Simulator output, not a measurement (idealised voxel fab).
voxel double patterning: a process module
Xsec cut, 240 nm wide, square cell size 5 nm.
Just so we're on the same page, the cross-sections are grids of square cells, and they're listed out in bands top to bottom, each band one or more rows deep. Band: top height; bottom height; in nm. Then, left to right: material with width in nm, for each material. "everywhere": a single material spanning edge to edge. "empty": empty space. Where do heights start? At 0: under that level the wafer as delivered is made of one material only. And the lowest band has no floor; it just carries on downward, as in "from 0 down". Top row gets the first number, bottom row gets the second, and each row in between changes by the same step: that is how a band width like "30->40" works. Key: "remains unaltered" - step with no changed cell in the cross-section. In "Closed internal cavities" the enclosed voids are listed, meaning empty spaces of 8 cells or larger without any opening to the top. The form is width x height at distance, distance from the left edge, units nm. Where a step's line continues beyond its settings, the continuation is a remark by the simulator itself on that step. You can add "overlay nm" to a step's line. For a step with a mask, it describes how far the mask lay to the right of its planned position, and a negative number describes a lay to the left.

List of planned process steps
1 RECEIVE, material Si
2 CONFORMAL_DEP, material SiO2, thk nm 10
3 DIRECTIONAL_DEP, material W, thk nm 15
4 DIRECTIONAL_DEP, material SiCN, thk nm 5
5 PATTERN, tone open, mask id FIRST, material resist, width nm 15, pitch nm 50, thk nm 15, overlay nm 0
6 DIRECTIONAL_ETCH, etch materials SiCN, depth nm 5
7 STRIP, etch materials resist
8 MASKED_ETCH, tone open, mask id SECOND, width nm 15, pitch nm 50, etch materials SiCN, depth nm 5, overlay nm 0
9 DIRECTIONAL_ETCH, etch materials W, depth nm 15
10 STRIP, etch materials SiCN

First wafer, two in total, run as planned

Cross-section, incoming material, after step 1
* from 0 down | Si everywhere
* Closed internal cavities: none

You're looking at a cross-section of the wafer after step 2
* from 10 to 0 | SiO2 everywhere
* Below 0, the layers are the same as they were.

You're looking at a cross-section of the wafer after step 3
* from 25 to 10 | W everywhere
* Below 10, the layers are the same as they were.

You're looking at a cross-section of the wafer after step 4
* from 30 to 25 | SiCN everywhere
* Below 25, the layers are the same as they were.

You're looking at a cross-section of the wafer after step 5
* from 45 to 30 | resist 60 / empty 15 / resist 35 / empty 15 / resist 35 / empty 15 / resist 65
* Below 30, the layers are the same as they were.

You're looking at a cross-section of the wafer after step 6
* from 45 to 30 | resist 60 / empty 15 / resist 35 / empty 15 / resist 35 / empty 15 / resist 65
* from 30 to 25 | SiCN 60 / empty 15 / SiCN 35 / empty 15 / SiCN 35 / empty 15 / SiCN 65
* Below 25, the layers are the same as they were.

You're looking at a cross-section of the wafer after step 7
* from 30 to 25 | SiCN 60 / empty 15 / SiCN 35 / empty 15 / SiCN 35 / empty 15 / SiCN 65
* Below 25, the layers are the same as they were.

You're looking at a cross-section of the wafer after step 8
* from 30 to 25 | SiCN 60 / empty 15 / SiCN 10 / empty 15 / SiCN 10 / empty 15 / SiCN 10 / empty 15 / SiCN 10 / empty 15 / SiCN 65
* Below 25, the layers are the same as they were.

You're looking at a cross-section of the wafer after step 9
* from 30 to 25 | SiCN 60 / empty 15 / SiCN 10 / empty 15 / SiCN 10 / empty 15 / SiCN 10 / empty 15 / SiCN 10 / empty 15 / SiCN 65
* from 25 to 10 | W 60 / empty 15 / W 10 / empty 15 / W 10 / empty 15 / W 10 / empty 15 / W 10 / empty 15 / W 65
* Below 10, the layers are the same as they were.

You're looking at a cross-section of the wafer after step 10
* from 25 to 10 | W 60 / empty 15 / W 10 / empty 15 / W 10 / empty 15 / W 10 / empty 15 / W 10 / empty 15 / W 65
* Below 10, the layers are the same as they were.

The second wafer began exactly as the first did and followed the same plan, but one mistake was made while running it; through step 1 inclusive, the two wafers are identical

Cross-section, second wafer, at the end time the plan gives for step 2
* from 10 to 0 | W everywhere
* Below 0, the layers are the same as they were.

Cross-section, second wafer, at the end time the plan gives for step 3
* from 25 to 0 | W everywhere
* Below 0, the layers are the same as they were.

Cross-section, second wafer, at the end time the plan gives for step 4
* from 30 to 25 | SiCN everywhere
* Below 25, the layers are the same as they were.

Cross-section, second wafer, at the end time the plan gives for step 5
* from 45 to 30 | resist 60 / empty 15 / resist 35 / empty 15 / resist 35 / empty 15 / resist 65
* Below 30, the layers are the same as they were.

Cross-section, second wafer, at the end time the plan gives for step 6
* from 45 to 30 | resist 60 / empty 15 / resist 35 / empty 15 / resist 35 / empty 15 / resist 65
* from 30 to 25 | SiCN 60 / empty 15 / SiCN 35 / empty 15 / SiCN 35 / empty 15 / SiCN 65
* Below 25, the layers are the same as they were.

Cross-section, second wafer, at the end time the plan gives for step 7
* from 30 to 25 | SiCN 60 / empty 15 / SiCN 35 / empty 15 / SiCN 35 / empty 15 / SiCN 65
* Below 25, the layers are the same as they were.

Cross-section, second wafer, at the end time the plan gives for step 8
* from 30 to 25 | SiCN 60 / empty 15 / SiCN 10 / empty 15 / SiCN 10 / empty 15 / SiCN 10 / empty 15 / SiCN 10 / empty 15 / SiCN 65
* Below 25, the layers are the same as they were.

Cross-section, second wafer, at the end time the plan gives for step 9
* from 30 to 25 | SiCN 60 / empty 15 / SiCN 10 / empty 15 / SiCN 10 / empty 15 / SiCN 10 / empty 15 / SiCN 10 / empty 15 / SiCN 65
* from 25 to 10 | W 60 / empty 15 / W 10 / empty 15 / W 10 / empty 15 / W 10 / empty 15 / W 10 / empty 15 / W 65
* Below 10, the layers are the same as they were.

Cross-section, second wafer, at the end time the plan gives for step 10
* from 25 to 10 | W 60 / empty 15 / W 10 / empty 15 / W 10 / empty 15 / W 10 / empty 15 / W 10 / empty 15 / W 65
* Below 10, the layers are the same as they were.
What was the processing mistake? note that step 2 departed from the planned setting and was carried out as CONFORMAL_DEP, material W, thk nm 10
Final tally in cells, some materials are higher or lower on the second wafer than on the first: SiO2: 96 fewer | W: 96 more
